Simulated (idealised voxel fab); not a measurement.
process module | voxel plated lines
cross-section cut | 275 nm wide | cells 5 nm
A cross-section is a grid of square cells, given in bands from the top down. A band is one or more rows of cells.
Each band's line starts with the height of the band's top and of its bottom, in nm. Then come its materials from left to right, each with its width in nm. One material with "throughout" fills the band from edge to edge. "air" is empty space.
Height 0 is the level under which the wafer as received is all one material. The lowest band goes on downwards, as in "0 down".
A width such as "30 to 40" changes by the same amount from each row of cells to the next, from the band's top row to its bottom row.
"no change" after a step means that no cell of the cross-section changed.
closed voids: empty space of 8 cells or more with no open way to the top, each as width x height at its distance from the left edge, in nm
after a step's settings: what the simulator itself notes on the step
overlay nm, on a step with a mask: how far to the right of its planned place the mask lay; to the left if negative
plan
1 op RECEIVE | material Si
2 op CONFORMAL_DEP | material Al2O3 | thk nm 5
3 op DIRECTIONAL_DEP | material TiN | thk nm 5
4 op PATTERN | tone open | mask id LINES | material resist | width nm 30 | pitch nm 45 | thk nm 25 | overlay nm 0
5 op EPI | material Ru | thk nm 10
6 op EPI | material Ru | thk nm 10
7 op STRIP | etch materials resist
8 op DIRECTIONAL_ETCH | etch materials TiN | depth nm 5
9 op CONFORMAL_DEP | material SiO2 | thk nm 5
as received, after step 1
  0 down: Si throughout
  closed voids: none
a wafer at the end: this start, this plan, one mistake
  35 to 30: SiO2 105 | air 20 | SiO2 25 | air 20 | SiO2 105
  30 to 10: Ru 100 | SiO2 5 | air 20 | SiO2 5 | Ru 15 | SiO2 5 | air 20 | SiO2 5 | Ru 100
  10 to 5: TiN 100 | SiO2 30 | TiN 15 | SiO2 30 | TiN 100
  5 to 0: Al2O3 throughout
  0 down: Si throughout
  closed voids: none
what went wrong: step 4 ran as: op PATTERN | tone cover | mask id LINES | material resist | width nm 30 | pitch nm 45 | thk nm 25 | overlay nm 0
